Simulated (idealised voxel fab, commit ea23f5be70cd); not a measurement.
A process module follows: voxel transistor to metal.
Cross-section cut spans 170 nm and uses square cells 5 nm in size.
A cross-section is written here as square cells arranged in a grid, and it is given in bands from the top down, each band taking up one or more rows of cells.
Heads up on the band format: heights come first, top then bottom, in nm. After that it's the materials left to right, each with its width in nm. A single material flagged "edge to edge" fills the whole band edge to edge, and "air" means there's empty space there.
Heights are measured from 0, the level below which the as-received wafer is all one material; the lowest band has no bottom and continues downward, written as in "0 down".
Per-row width for "30->40": begins at first number (top row of band), ends at second number (bottom row), increment between rows held constant.
Take "no change occurred" at face value: in the step it is given for, the cross-section changed in none of its cells.
Reported under the label "Unvented internal voids" are the empty spaces having no open way to the top and comprising 8 cells or more; the notation for each is width x height at distance, in which the distance is measured from the left edge and all three values are in nm.
Step line, after settings: the simulator's comment on this step.
Each step line may optionally specify "overlay nm", which for a step with a mask gives the rightward distance between the mask's planned place and where it lay, a negative value indicating the leftward direction.
Process steps (planned):
1) op RECEIVE | material Si
2) op OXIDIZE | depth nm 5
3) op CONFORMAL_DEP | material SiN | thk nm 10
4) op PATTERN | tone cover | mask id ACTIVE | material resist | width nm 95 | thk nm 20 | overlay nm 0
5) op DIRECTIONAL_ETCH | etch materials SiN | depth nm 10
6) op DIRECTIONAL_ETCH | etch materials SiO2 | depth nm 5
7) op DIRECTIONAL_ETCH | etch materials Si | depth nm 35
8) op STRIP | etch materials resist
9) op OXIDIZE | depth nm 5
10) op FILL_DEP | material SiO2 | thk nm 15
11) op CMP | height nm 10
12) op SELECTIVE_ETCH | etch materials SiO2 | depth nm 10
13) op STRIP | etch materials SiN
14) op SELECTIVE_ETCH | etch materials SiO2 | depth nm 5
15) op OXIDIZE | depth nm 5
16) op DIRECTIONAL_DEP | material polySi | thk nm 25
17) op DIRECTIONAL_DEP | material SiCN | thk nm 10
18) op MASKED_ETCH | tone cover | mask id GATE | width nm 25 | etch materials SiCN | depth nm 20 | overlay nm 0
19) op MASKED_ETCH | tone cover | mask id GATE | width nm 25 | etch materials polySi | depth nm 35 | overlay nm 0
20) op CONFORMAL_DEP | material SiO2 | thk nm 5
21) op DIRECTIONAL_ETCH | etch materials SiO2 | depth nm 5
22) op CONFORMAL_DEP | material SiN | thk nm 10
23) op DIRECTIONAL_ETCH | etch materials SiN | depth nm 10
24) op DIRECTIONAL_ETCH | etch materials SiO2 | depth nm 5
25) op EPI | material pSi | thk nm 5
26) op FILL_DEP | material SiO2 | thk nm 10
27) op CMP | height nm 20
28) op STRIP | etch materials polySi
29) op SELECTIVE_ETCH | etch materials SiO2 | depth nm 5
30) op CONFORMAL_DEP | material HfO2 | thk nm 5
31) op CONFORMAL_DEP | material TiN | thk nm 5
32) op FILL_DEP | material W | thk nm 10
33) op CMP | height nm 15
34) op DIRECTIONAL_DEP | material SiO2 | thk nm 15
35) op MASKED_ETCH | tone open | mask id CONTACT | width nm 15 | pitch nm 70 | etch materials SiO2 | depth nm 35 | overlay nm 0
36) op CONFORMAL_DEP | material TiN | thk nm 5
37) op FILL_DEP | material W | thk nm 10
38) op CMP | height nm 30
39) op CONFORMAL_DEP | material SiN | thk nm 5
40) op DIRECTIONAL_DEP | material lowk | thk nm 20
41) op MASKED_ETCH | tone open | mask id METAL_1 | width nm 15 | pitch nm 70 | etch materials lowk | depth nm 20 | overlay nm 0
42) op MASKED_ETCH | tone open | mask id METAL_1 | width nm 15 | pitch nm 70 | etch materials SiN | depth nm 5 | overlay nm 0
43) op CONFORMAL_DEP | material TiN | thk nm 5
44) op FILL_DEP | material W | thk nm 5
45) op CMP | height nm 55
46) op EPI | material Ru | thk nm 5
47) op FILL_DEP | material SiCN | thk nm 5
First of two wafers - as planned:
As-received state of the wafer in cross-section, equivalent to post-step 1:
	0 down: Si edge to edge
	Unvented internal voids: none
The wafer, seen in cross-section, after step 2:
	0 to -5: SiO2 edge to edge
	At heights below -5, the structure remains unaltered.
The wafer, seen in cross-section, after step 3:
	10 to 0: SiN edge to edge
	At heights below 0, the structure remains unaltered.
The wafer, seen in cross-section, after step 4:
	30 to 10: 35 air  95 resist  40 air
	At heights below 10, the structure remains unaltered.
The wafer, seen in cross-section, after step 5:
	30 to 10: 35 air  95 resist  40 air
	10 to 0: 35 air  95 SiN  40 air
	At heights below 0, the structure remains unaltered.
The wafer, seen in cross-section, after step 6:
	30 to 10: 35 air  95 resist  40 air
	10 to 0: 35 air  95 SiN  40 air
	0 to -5: 35 air  95 SiO2  40 air
	At heights below -5, the structure remains unaltered.
The wafer, seen in cross-section, after step 7:
	30 to 10: 35 air  95 resist  40 air
	10 to 0: 35 air  95 SiN  40 air
	0 to -5: 35 air  95 SiO2  40 air
	-5 to -40: 35 air  95 Si  40 air
	At heights below -40, the structure remains unaltered.
The wafer, seen in cross-section, after step 8:
	10 to 0: 35 air  95 SiN  40 air
	At heights below 0, the structure remains unaltered.
The wafer, seen in cross-section, after step 9:
	10 to 0: 35 air  95 SiN  40 air
	0 to -5: 35 air  95 SiO2  40 air
	-5 to -40: 35 air  5 SiO2  85 Si  5 SiO2  40 air
	-40 to -45: 40 SiO2  85 Si  45 SiO2
	At heights below -45, the structure remains unaltered.
The wafer, seen in cross-section, after step 10:
	25 to 10: SiO2 edge to edge
	10 to 0: 35 SiO2  95 SiN  40 SiO2
	0 to -5: SiO2 edge to edge
	-5 to -45: 40 SiO2  85 Si  45 SiO2
	At heights below -45, the structure remains unaltered.
The wafer, seen in cross-section, after step 11:
	10 to 0: 35 SiO2  95 SiN  40 SiO2
	At heights below 0, the structure remains unaltered.
The wafer, seen in cross-section, after step 12:
	10 to 0: 35 air  95 SiN  40 air
	At heights below 0, the structure remains unaltered.
The wafer, seen in cross-section, after step 13:
	0 to -5: SiO2 edge to edge
	At heights below -5, the structure remains unaltered.
The wafer, seen in cross-section, after step 14:
	-5 to -45: 40 SiO2  85 Si  45 SiO2
	At heights below -45, the structure remains unaltered.
The wafer, seen in cross-section, after step 15:
	-5 to -10: SiO2 edge to edge
	At heights below -10, the structure remains unaltered.
The wafer, seen in cross-section, after step 16:
	20 to -5: polySi edge to edge
	At heights below -5, the structure remains unaltered.
The wafer, seen in cross-section, after step 17:
	30 to 20: SiCN edge to edge
	At heights below 20, the structure remains unaltered.
The wafer, seen in cross-section, after step 18:
	30 to 20: 70 air  25 SiCN  75 air
	At heights below 20, the structure remains unaltered.
The wafer, seen in cross-section, after step 19:
	30 to 20: 70 air  25 SiCN  75 air
	20 to -5: 70 air  25 polySi  75 air
	At heights below -5, the structure remains unaltered.
The wafer, seen in cross-section, after step 20:
	35 to 30: 65 air  35 SiO2  70 air
	30 to 20: 65 air  5 SiO2  25 SiCN  5 SiO2  70 air
	20 to 0: 65 air  5 SiO2  25 polySi  5 SiO2  70 air
	0 to -5: 70 SiO2  25 polySi  75 SiO2
	At heights below -5, the structure remains unaltered.
The wafer, seen in cross-section, after step 21:
	30 to 20: 65 air  5 SiO2  25 SiCN  5 SiO2  70 air
	20 to -5: 65 air  5 SiO2  25 polySi  5 SiO2  70 air
	At heights below -5, the structure remains unaltered.
The wafer, seen in cross-section, after step 22:
	40 to 30: 55 air  55 SiN  60 air
	30 to 20: 55 air  10 SiN  5 SiO2  25 SiCN  5 SiO2  10 SiN  60 air
	20 to 5: 55 air  10 SiN  5 SiO2  25 polySi  5 SiO2  10 SiN  60 air
	5 to -5: 65 SiN  5 SiO2  25 polySi  5 SiO2  70 SiN
	At heights below -5, the structure remains unaltered.
The wafer, seen in cross-section, after step 23:
	30 to 20: 55 air  10 SiN  5 SiO2  25 SiCN  5 SiO2  10 SiN  60 air
	20 to -5: 55 air  10 SiN  5 SiO2  25 polySi  5 SiO2  10 SiN  60 air
	At heights below -5, the structure remains unaltered.
The wafer, seen in cross-section, after step 24:
	30 to 25: 55 air  10 SiN  5 air  25 SiCN  5 air  10 SiN  60 air
	25 to 20: 55 air  10 SiN  5 SiO2  25 SiCN  5 SiO2  10 SiN  60 air
	20 to -5: 55 air  10 SiN  5 SiO2  25 polySi  5 SiO2  10 SiN  60 air
	-5 to -10: 55 air  55 SiO2  60 air
	At heights below -10, the structure remains unaltered.
The wafer, seen in cross-section, after step 25:
	30 to 25: 55 air  10 SiN  5 air  25 SiCN  5 air  10 SiN  60 air
	25 to 20: 55 air  10 SiN  5 SiO2  25 SiCN  5 SiO2  10 SiN  60 air
	20 to -5: 55 air  10 SiN  5 SiO2  25 polySi  5 SiO2  10 SiN  60 air
	-5 to -10: 35 air  20 pSi  55 SiO2  20 pSi  40 air
	At heights below -10, the structure remains unaltered.
The wafer, seen in cross-section, after step 26:
	40 to 30: SiO2 edge to edge
	30 to 20: 55 SiO2  10 SiN  5 SiO2  25 SiCN  5 SiO2  10 SiN  60 SiO2
	20 to -5: 55 SiO2  10 SiN  5 SiO2  25 polySi  5 SiO2  10 SiN  60 SiO2
	-5 to -10: 35 SiO2  20 pSi  55 SiO2  20 pSi  40 SiO2
	At heights below -10, the structure remains unaltered.
The wafer, seen in cross-section, after step 27:
	20 to -5: 55 SiO2  10 SiN  5 SiO2  25 polySi  5 SiO2  10 SiN  60 SiO2
	At heights below -5, the structure remains unaltered.
The wafer, seen in cross-section, after step 28:
	20 to -5: 55 SiO2  10 SiN  5 SiO2  25 air  5 SiO2  10 SiN  60 SiO2
	At heights below -5, the structure remains unaltered.
The wafer, seen in cross-section, after step 29:
	20 to 15: 55 air  10 SiN  35 air  10 SiN  60 air
	15 to -5: 55 SiO2  10 SiN  35 air  10 SiN  60 SiO2
	-5 to -10: 35 SiO2  20 pSi  10 SiO2  35 air  10 SiO2  20 pSi  40 SiO2
	At heights below -10, the structure remains unaltered.
The wafer, seen in cross-section, after step 30:
	25 to 20: 50 air  20 HfO2  25 air  20 HfO2  55 air
	20 to 15: 55 HfO2  10 SiN  5 HfO2  25 air  5 HfO2  10 SiN  60 HfO2
	15 to -5: 55 SiO2  10 SiN  5 HfO2  25 air  5 HfO2  10 SiN  60 SiO2
	-5 to -10: 35 SiO2  20 pSi  10 SiO2  35 HfO2  10 SiO2  20 pSi  40 SiO2
	At heights below -10, the structure remains unaltered.
The wafer, seen in cross-section, after step 31:
	30 to 25: 45 air  30 TiN  15 air  30 TiN  50 air
	25 to 20: 50 TiN  20 HfO2  5 TiN  15 air  5 TiN  20 HfO2  55 TiN
	20 to 15: 55 HfO2  10 SiN  5 HfO2  5 TiN  15 air  5 TiN  5 HfO2  10 SiN  60 HfO2
	15 to 0: 55 SiO2  10 SiN  5 HfO2  5 TiN  15 air  5 TiN  5 HfO2  10 SiN  60 SiO2
	0 to -5: 55 SiO2  10 SiN  5 HfO2  25 TiN  5 HfO2  10 SiN  60 SiO2
	At heights below -5, the structure remains unaltered.
The wafer, seen in cross-section, after step 32:
	40 to 30: W edge to edge
	30 to 25: 45 W  30 TiN  15 W  30 TiN  50 W
	25 to 20: 50 TiN  20 HfO2  5 TiN  15 W  5 TiN  20 HfO2  55 TiN
	20 to 15: 55 HfO2  10 SiN  5 HfO2  5 TiN  15 W  5 TiN  5 HfO2  10 SiN  60 HfO2
	15 to 0: 55 SiO2  10 SiN  5 HfO2  5 TiN  15 W  5 TiN  5 HfO2  10 SiN  60 SiO2
	At heights below 0, the structure remains unaltered.
The wafer, seen in cross-section, after step 33:
	15 to 0: 55 SiO2  10 SiN  5 HfO2  5 TiN  15 W  5 TiN  5 HfO2  10 SiN  60 SiO2
	At heights below 0, the structure remains unaltered.
The wafer, seen in cross-section, after step 34:
	30 to 15: SiO2 edge to edge
	At heights below 15, the structure remains unaltered.
The wafer, seen in cross-section, after step 35:
	30 to 15: 40 SiO2  15 air  55 SiO2  15 air  45 SiO2
	15 to 0: 40 SiO2  15 air  10 SiN  5 HfO2  5 TiN  15 W  5 TiN  5 HfO2  10 SiN  15 air  45 SiO2
	0 to -5: 40 SiO2  15 air  10 SiN  5 HfO2  25 TiN  5 HfO2  10 SiN  15 air  45 SiO2
	At heights below -5, the structure remains unaltered.
The wafer, seen in cross-section, after step 36:
	35 to 30: 45 TiN  5 air  65 TiN  5 air  50 TiN
	30 to 15: 40 SiO2  5 TiN  5 air  5 TiN  55 SiO2  5 TiN  5 air  5 TiN  45 SiO2
	15 to 0: 40 SiO2  5 TiN  5 air  5 TiN  10 SiN  5 HfO2  5 TiN  15 W  5 TiN  5 HfO2  10 SiN  5 TiN  5 air  5 TiN  45 SiO2
	0 to -5: 40 SiO2  15 TiN  10 SiN  5 HfO2  25 TiN  5 HfO2  10 SiN  15 TiN  45 SiO2
	At heights below -5, the structure remains unaltered.
The wafer, seen in cross-section, after step 37:
	45 to 35: W edge to edge
	35 to 30: 45 TiN  5 W  65 TiN  5 W  50 TiN
	30 to 15: 40 SiO2  5 TiN  5 W  5 TiN  55 SiO2  5 TiN  5 W  5 TiN  45 SiO2
	15 to 0: 40 SiO2  5 TiN  5 W  5 TiN  10 SiN  5 HfO2  5 TiN  15 W  5 TiN  5 HfO2  10 SiN  5 TiN  5 W  5 TiN  45 SiO2
	At heights below 0, the structure remains unaltered.
The wafer, seen in cross-section, after step 38:
	30 to 15: 40 SiO2  5 TiN  5 W  5 TiN  55 SiO2  5 TiN  5 W  5 TiN  45 SiO2
	At heights below 15, the structure remains unaltered.
The wafer, seen in cross-section, after step 39:
	35 to 30: SiN edge to edge
	At heights below 30, the structure remains unaltered.
The wafer, seen in cross-section, after step 40:
	55 to 35: lowk edge to edge
	At heights below 35, the structure remains unaltered.
The wafer, seen in cross-section, after step 41:
	55 to 35: 40 lowk  15 air  55 lowk  15 air  45 lowk
	At heights below 35, the structure remains unaltered.
The wafer, seen in cross-section, after step 42:
	55 to 35: 40 lowk  15 air  55 lowk  15 air  45 lowk
	35 to 30: 40 SiN  15 air  55 SiN  15 air  45 SiN
	At heights below 30, the structure remains unaltered.
The wafer, seen in cross-section, after step 43:
	60 to 55: 45 TiN  5 air  65 TiN  5 air  50 TiN
	55 to 35: 40 lowk  5 TiN  5 air  5 TiN  55 lowk  5 TiN  5 air  5 TiN  45 lowk
	35 to 30: 40 SiN  15 TiN  55 SiN  15 TiN  45 SiN
	At heights below 30, the structure remains unaltered.
The wafer, seen in cross-section, after step 44:
	65 to 60: W edge to edge
	60 to 55: 45 TiN  5 W  65 TiN  5 W  50 TiN
	55 to 35: 40 lowk  5 TiN  5 W  5 TiN  55 lowk  5 TiN  5 W  5 TiN  45 lowk
	At heights below 35, the structure remains unaltered.
The wafer, seen in cross-section, after step 45:
	55 to 35: 40 lowk  5 TiN  5 W  5 TiN  55 lowk  5 TiN  5 W  5 TiN  45 lowk
	At heights below 35, the structure remains unaltered.
The wafer, seen in cross-section, after step 46:
	60 to 55: 35 air  25 Ru  45 air  25 Ru  40 air
	At heights below 55, the structure remains unaltered.
The wafer, seen in cross-section, after step 47:
	65 to 60: SiCN edge to edge
	60 to 55: 35 SiCN  25 Ru  45 SiCN  25 Ru  40 SiCN
	At heights below 55, the structure remains unaltered.
Second wafer: same start and same plan as the first, one execution error; identical to the first through step 40:
Here is the second wafer in cross-section at the point where step 41 of the plan should have been done:
	55 to 35: 40 lowk  20 air  50 lowk  20 air  40 lowk
	At heights below 35, the structure remains unaltered.
Here is the second wafer in cross-section at the point where step 42 of the plan should have been done:
	55 to 35: 40 lowk  20 air  50 lowk  20 air  40 lowk
	35 to 30: 40 SiN  15 air  55 SiN  15 air  45 SiN
	At heights below 30, the structure remains unaltered.
Here is the second wafer in cross-section at the point where step 43 of the plan should have been done:
	60 to 55: 45 TiN  10 air  60 TiN  10 air  45 TiN
	55 to 40: 40 lowk  5 TiN  10 air  5 TiN  50 lowk  5 TiN  10 air  5 TiN  40 lowk
	40 to 35: 40 lowk  5 TiN  5 air  10 TiN  50 lowk  5 TiN  5 air  10 TiN  40 lowk
	35 to 30: 40 SiN  15 TiN  55 SiN  15 TiN  45 SiN
	At heights below 30, the structure remains unaltered.
Here is the second wafer in cross-section at the point where step 44 of the plan should have been done:
	65 to 60: W edge to edge
	60 to 55: 45 TiN  10 W  60 TiN  10 W  45 TiN
	55 to 40: 40 lowk  5 TiN  10 W  5 TiN  50 lowk  5 TiN  10 W  5 TiN  40 lowk
	40 to 35: 40 lowk  5 TiN  5 W  10 TiN  50 lowk  5 TiN  5 W  10 TiN  40 lowk
	At heights below 35, the structure remains unaltered.
Here is the second wafer in cross-section at the point where step 45 of the plan should have been done:
	55 to 40: 40 lowk  5 TiN  10 W  5 TiN  50 lowk  5 TiN  10 W  5 TiN  40 lowk
	At heights below 40, the structure remains unaltered.
Here is the second wafer in cross-section at the point where step 46 of the plan should have been done:
	60 to 55: 35 air  30 Ru  40 air  30 Ru  35 air
	At heights below 55, the structure remains unaltered.
Here is the second wafer in cross-section at the point where step 47 of the plan should have been done:
	65 to 60: SiCN edge to edge
	60 to 55: 35 SiCN  30 Ru  40 SiCN  30 Ru  35 SiCN
	At heights below 55, the structure remains unaltered.
Deviation from plan: step 41 was processed under conditions differing from the plan, specifically as op MASKED_ETCH | tone open | mask id METAL_1 | width nm 20 | pitch nm 70 | etch materials lowk | depth nm 20 | overlay nm 0
Count the cells at the end and the second wafer has more or fewer of some materials than the first: 2 more of Ru; 2 fewer of SiCN; 2 more of TiN; 6 more of W; 8 fewer of lowk
